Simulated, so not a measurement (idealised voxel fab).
process module | voxel air gaps
cross-section cut | 175 nm wide | cells 5 nm
A cross-section is a grid of square cells, given in bands from the top down. A band is one or more rows of cells.
Each band's line starts with the height of the band's top and of its bottom, in nm. Then come its materials from left to right, each with its width in nm. One material with "throughout" fills the band from edge to edge. "air" is empty space.
Height 0 is the level under which the wafer as received is all one material. The lowest band goes on downwards, as in "0 down".
A width such as "30 to 40" changes by the same amount from each row of cells to the next, from the band's top row to its bottom row.
"no change" after a step means that no cell of the cross-section changed.
closed voids: empty space of 8 cells or more with no open way to the top, each as width x height at its distance from the left edge, in nm
after a step's settings: what the simulator itself notes on the step
overlay nm, on a step with a mask: how far to the right of its planned place the mask lay; to the left if negative
plan
1 op RECEIVE | material Si
2 op CONFORMAL_DEP | material SiO2 | thk nm 10
3 op CONFORMAL_DEP | material SiN | thk nm 5
4 op DIRECTIONAL_DEP | material SiO2 | thk nm 35
5 op DIRECTIONAL_DEP | material aC | thk nm 15
6 op PATTERN | tone open | mask id LINES | material resist | width nm 25 | pitch nm 50 | thk nm 30 | overlay nm 0
7 op DIRECTIONAL_ETCH | etch materials aC | depth nm 15
8 op STRIP | etch materials resist
9 op DIRECTIONAL_ETCH | etch materials SiO2 | depth nm 35
10 op STRIP | etch materials aC
11 op CONFORMAL_DEP | material TiN | thk nm 5
12 op FILL_DEP | material Cu | thk nm 5
13 op CMP | height nm 50
14 op EPI | material Ru | thk nm 10
15 op SELECTIVE_ETCH | etch materials SiO2 | depth nm 45
16 op CONFORMAL_DEP | material SiN | thk nm 5
as received, after step 1
  0 down: Si throughout
  closed voids: none
first wafer at the end, as planned
  65 to 60: air 10 | SiN 155 | air 10
  60 to 50: air 10 | SiN 5 | Ru 45 | SiN 5 | Ru 45 | SiN 5 | Ru 45 | SiN 5 | air 10
  50 to 45: air 10 | SiN 15 | TiN 5 | Cu 15 | TiN 5 | SiN 25 | TiN 5 | Cu 15 | TiN 5 | SiN 25 | TiN 5 | Cu 15 | TiN 5 | SiN 15 | air 10
  45 to 20: air 20 | SiN 5 | TiN 5 | Cu 15 | TiN 5 | SiN 5 | air 15 | SiN 5 | TiN 5 | Cu 15 | TiN 5 | SiN 5 | air 15 | SiN 5 | TiN 5 | Cu 15 | TiN 5 | SiN 5 | air 20
  20 to 15: SiN 25 | TiN 25 | SiN 25 | TiN 25 | SiN 25 | TiN 25 | SiN 25
  15 to 10: SiN throughout
  10 to 0: SiO2 throughout
  0 down: Si throughout
  closed voids: 15 x 25 at 55; 15 x 25 at 105
second wafer at the end: like start, like plan, one mistake
  55 to 50: SiN throughout
  50 to 20: SiO2 25 | TiN 5 | Cu 15 | TiN 5 | SiO2 25 | TiN 5 | Cu 15 | TiN 5 | SiO2 25 | TiN 5 | Cu 15 | TiN 5 | SiO2 25
  20 to 15: SiO2 25 | TiN 25 | SiO2 25 | TiN 25 | SiO2 25 | TiN 25 | SiO2 25
  15 to 10: SiN throughout
  10 to 0: SiO2 throughout
  0 down: Si throughout
  closed voids: none
what went wrong: step 15 ran as: op SELECTIVE_ETCH | etch materials Ru | depth nm 45
at the end the second wafer has, in cells: 54 fewer of Ru | 70 fewer of SiN | 140 more of SiO2
closed voids at the end (first wafer, second wafer): 2, 0
